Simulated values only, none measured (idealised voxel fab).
The process module that follows is named voxel wiring stack.
FYI the section here is cut, 190 nm wide, cells are 5 nm squares.
This document writes a cross-section as a grid whose cells are square, and gives it as bands, listed from the top down; one or more rows of cells form a band.
Within each band entry, the heights of the top and of the bottom of the band appear first, in that order and in nm; the materials of the band then follow from left to right, each with its corresponding width in nm. The designation "full width" on a single material indicates that it fills the band from edge to edge; the designation "blank" indicates empty space.
Zero point of the height axis is 0; under it, received wafer = one material. Lowest band: continues down indefinitely, "z 0 and below".
Width spec "30->40" -> top row of cells at first value, bottom row at second value, equal per-row change in between.
A step reported as "no modifications" is a step in which no cell of the cross-section changed.
Enclosed voids (no open way to top), threshold 8 cells or more, entry "Cavities, closed", notation width x height at distance, distance from left edge, nm.
after a step's settings: what the simulator itself notes on the step
If you see "overlay nm" on a step's line and that step has a mask, it's telling you how far right of where it was planned the mask ended up; a negative number means it went left instead.
**The planned process steps are enumerated hereunder**
step 1: RECEIVE [material Si]
step 2: CONFORMAL_DEP [material SiO2] [thk nm 10]
step 3: CONFORMAL_DEP [material SiCN] [thk nm 5]
step 4: DIRECTIONAL_DEP [material lowk] [thk nm 25]
step 5: DIRECTIONAL_DEP [material aC] [thk nm 15]
step 6: PATTERN [tone open] [mask id METAL_1] [material resist] [width nm 20] [pitch nm 40] [thk nm 35] [overlay nm 0]
step 7: DIRECTIONAL_ETCH [etch materials aC] [depth nm 15]
step 8: STRIP [etch materials resist]
step 9: DIRECTIONAL_ETCH [etch materials lowk] [depth nm 25]
step 10: DIRECTIONAL_ETCH [etch materials SiCN] [depth nm 5]
step 11: STRIP [etch materials aC]
step 12: CONFORMAL_DEP [material TiN] [thk nm 5]
step 13: FILL_DEP [material Ru] [thk nm 5]
step 14: CMP [height nm 40]
step 15: CONFORMAL_DEP [material SiCN] [thk nm 5]
step 16: DIRECTIONAL_DEP [material lowk] [thk nm 15]
step 17: DIRECTIONAL_DEP [material aC] [thk nm 15]
step 18: PATTERN [tone open] [mask id PLUG_1] [material resist] [width nm 15] [pitch nm 40] [thk nm 35] [overlay nm 0]
step 19: DIRECTIONAL_ETCH [etch materials aC] [depth nm 15]
step 20: STRIP [etch materials resist]
step 21: DIRECTIONAL_ETCH [etch materials lowk] [depth nm 15]
step 22: DIRECTIONAL_ETCH [etch materials SiCN] [depth nm 5]
step 23: STRIP [etch materials aC]
step 24: EPI [material Ru] [thk nm 10]
step 25: EPI [material Ru] [thk nm 10]
step 26: CONFORMAL_DEP [material SiN] [thk nm 5]
step 27: DIRECTIONAL_DEP [material SiO2] [thk nm 15]
step 28: MASKED_ETCH [tone open] [mask id METAL_2] [width nm 20] [pitch nm 40] [etch materials SiO2] [depth nm 15] [overlay nm 0]
step 29: MASKED_ETCH [tone open] [mask id METAL_2] [width nm 20] [pitch nm 40] [etch materials SiN] [depth nm 5] [overlay nm 0]
step 30: CONFORMAL_DEP [material TiN] [thk nm 5]
step 31: FILL_DEP [material W] [thk nm 10]
step 32: CMP [height nm 80]
step 33: CONFORMAL_DEP [material SiN] [thk nm 5]
**Incoming wafer in cross-section (state: after step 1)**
- z 0 and below  Si full width
- Cavities, closed: none
**The following cross-section depicts the wafer upon conclusion of the module. Processing commenced from the starting condition illustrated above and adhered to the plan illustrated above, save for one mistake in execution**
- z 95 to 90  SiN full width
- z 90 to 85  W full width
- z 85 to 80  30 TiN; 10 W; 30 TiN; 10 W; 30 TiN; 10 W; 30 TiN; 10 W; 30 TiN
- z 80 to 65  25 SiO2; 5 TiN; 10 W; 5 TiN; 20 SiO2; 5 TiN; 10 W; 5 TiN; 20 SiO2; 5 TiN; 10 W; 5 TiN; 20 SiO2; 5 TiN; 10 W; 5 TiN; 25 SiO2
- z 65 to 60  25 SiN; 20 TiN; 20 SiN; 20 TiN; 20 SiN; 20 TiN; 20 SiN; 20 TiN; 25 SiN
- z 60 to 45  25 lowk; 15 Ru; 25 lowk; 15 Ru; 25 lowk; 15 Ru; 25 lowk; 15 Ru; 30 lowk
- z 45 to 40  25 SiCN; 15 Ru; 25 SiCN; 15 Ru; 25 SiCN; 15 Ru; 25 SiCN; 15 Ru; 30 SiCN
- z 40 to 15  25 lowk; 5 TiN; 10 Ru; 5 TiN; 20 lowk; 5 TiN; 10 Ru; 5 TiN; 20 lowk; 5 TiN; 10 Ru; 5 TiN; 20 lowk; 5 TiN; 10 Ru; 5 TiN; 25 lowk
- z 15 to 10  25 SiCN; 20 TiN; 20 SiCN; 20 TiN; 20 SiCN; 20 TiN; 20 SiCN; 20 TiN; 25 SiCN
- z 10 to 0  SiO2 full width
- z 0 and below  Si full width
- Cavities, closed: none
Short version of what went wrong: the process deviated at step 32: the operation and settings actually run there were CMP [height nm 90]
